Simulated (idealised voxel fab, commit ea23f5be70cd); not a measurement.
process module | voxel trench capacitor
cross-section cut | 250 nm wide | cells 5 nm
A cross-section is a grid of square cells, given in bands from the top down. A band is one or more rows of cells.
Each band's line starts with the height of the band's top and of its bottom, in nm. Then come its materials from left to right, each with its width in nm. One material with "throughout" fills the band from edge to edge. "air" is empty space.
Height 0 is the level under which the wafer as received is all one material. The lowest band goes on downwards, as in "0 down".
A width such as "30 to 40" changes by the same amount from each row of cells to the next, from the band's top row to its bottom row.
"no change" after a step means that no cell of the cross-section changed.
closed voids: empty space of 8 cells or more with no open way to the top, each as width x height at its distance from the left edge, in nm
after a step's settings: what the simulator itself notes on the step
overlay nm, on a step with a mask: how far to the right of its planned place the mask lay; to the left if negative
plan
1 op RECEIVE | material Si
2 op CONFORMAL_DEP | material SiN | thk nm 10
3 op PATTERN | tone open | mask id TRENCH | material resist | width nm 20 | pitch nm 40 | thk nm 20 | overlay nm 0
4 op DIRECTIONAL_ETCH | etch materials SiN | depth nm 10
5 op DIRECTIONAL_ETCH | etch materials Si | depth nm 35
6 op STRIP | etch materials resist
7 op CONFORMAL_DEP | material Al2O3 | thk nm 5
8 op FILL_DEP | material polySi | thk nm 5
9 op CMP | height nm 10
first wafer, as planned
as received, after step 1
  0 down: Si throughout
  closed voids: none
after step 2
  10 to 0: SiN throughout
  below 0: unchanged
after step 3
  30 to 10: resist 95 | air 20 | resist 20 | air 20 | resist 95
  below 10: unchanged
after step 4
  30 to 10: resist 95 | air 20 | resist 20 | air 20 | resist 95
  10 to 0: SiN 95 | air 20 | SiN 20 | air 20 | SiN 95
  below 0: unchanged
after step 5
  30 to 10: resist 95 | air 20 | resist 20 | air 20 | resist 95
  10 to 0: SiN 95 | air 20 | SiN 20 | air 20 | SiN 95
  0 to -35: Si 95 | air 20 | Si 20 | air 20 | Si 95
  below -35: unchanged
after step 6
  10 to 0: SiN 95 | air 20 | SiN 20 | air 20 | SiN 95
  below 0: unchanged
after step 7
  15 to 10: Al2O3 100 | air 10 | Al2O3 30 | air 10 | Al2O3 100
  10 to 0: SiN 95 | Al2O3 5 | air 10 | Al2O3 5 | SiN 20 | Al2O3 5 | air 10 | Al2O3 5 | SiN 95
  0 to -30: Si 95 | Al2O3 5 | air 10 | Al2O3 5 | Si 20 | Al2O3 5 | air 10 | Al2O3 5 | Si 95
  -30 to -35: Si 95 | Al2O3 20 | Si 20 | Al2O3 20 | Si 95
  below -35: unchanged
after step 8
  20 to 15: polySi throughout
  15 to 10: Al2O3 100 | polySi 10 | Al2O3 30 | polySi 10 | Al2O3 100
  10 to 0: SiN 95 | Al2O3 5 | polySi 10 | Al2O3 5 | SiN 20 | Al2O3 5 | polySi 10 | Al2O3 5 | SiN 95
  0 to -30: Si 95 | Al2O3 5 | polySi 10 | Al2O3 5 | Si 20 | Al2O3 5 | polySi 10 | Al2O3 5 | Si 95
  below -30: unchanged
after step 9
  10 to 0: SiN 95 | Al2O3 5 | polySi 10 | Al2O3 5 | SiN 20 | Al2O3 5 | polySi 10 | Al2O3 5 | SiN 95
  below 0: unchanged
second wafer: like start, like plan, one mistake. Through step 1 it matches the first wafer
when step 2 should have ended
  10 to 0: polySi throughout
  below 0: unchanged
when step 3 should have ended
  30 to 10: resist 95 | air 20 | resist 20 | air 20 | resist 95
  below 10: unchanged
when step 4 should have ended: no change
when step 5 should have ended
  30 to 10: resist 95 | air 20 | resist 20 | air 20 | resist 95
  10 to 0: polySi 95 | air 20 | polySi 20 | air 20 | polySi 95
  0 to -25: Si 95 | air 20 | Si 20 | air 20 | Si 95
  below -25: unchanged
when step 6 should have ended
  10 to 0: polySi 95 | air 20 | polySi 20 | air 20 | polySi 95
  below 0: unchanged
when step 7 should have ended
  15 to 10: Al2O3 100 | air 10 | Al2O3 30 | air 10 | Al2O3 100
  10 to 0: polySi 95 | Al2O3 5 | air 10 | Al2O3 5 | polySi 20 | Al2O3 5 | air 10 | Al2O3 5 | polySi 95
  0 to -20: Si 95 | Al2O3 5 | air 10 | Al2O3 5 | Si 20 | Al2O3 5 | air 10 | Al2O3 5 | Si 95
  -20 to -25: Si 95 | Al2O3 20 | Si 20 | Al2O3 20 | Si 95
  below -25: unchanged
when step 8 should have ended
  20 to 15: polySi throughout
  15 to 10: Al2O3 100 | polySi 10 | Al2O3 30 | polySi 10 | Al2O3 100
  10 to 0: polySi 95 | Al2O3 5 | polySi 10 | Al2O3 5 | polySi 20 | Al2O3 5 | polySi 10 | Al2O3 5 | polySi 95
  0 to -20: Si 95 | Al2O3 5 | polySi 10 | Al2O3 5 | Si 20 | Al2O3 5 | polySi 10 | Al2O3 5 | Si 95
  below -20: unchanged
when step 9 should have ended
  10 to 0: polySi 95 | Al2O3 5 | polySi 10 | Al2O3 5 | polySi 20 | Al2O3 5 | polySi 10 | Al2O3 5 | polySi 95
  below 0: unchanged
what went wrong: step 2 ran as: op CONFORMAL_DEP | material polySi | thk nm 10
at the end the second wafer has, in cells: 8 fewer of Al2O3 | 16 more of Si | 84 fewer of SiN | 76 more of polySi
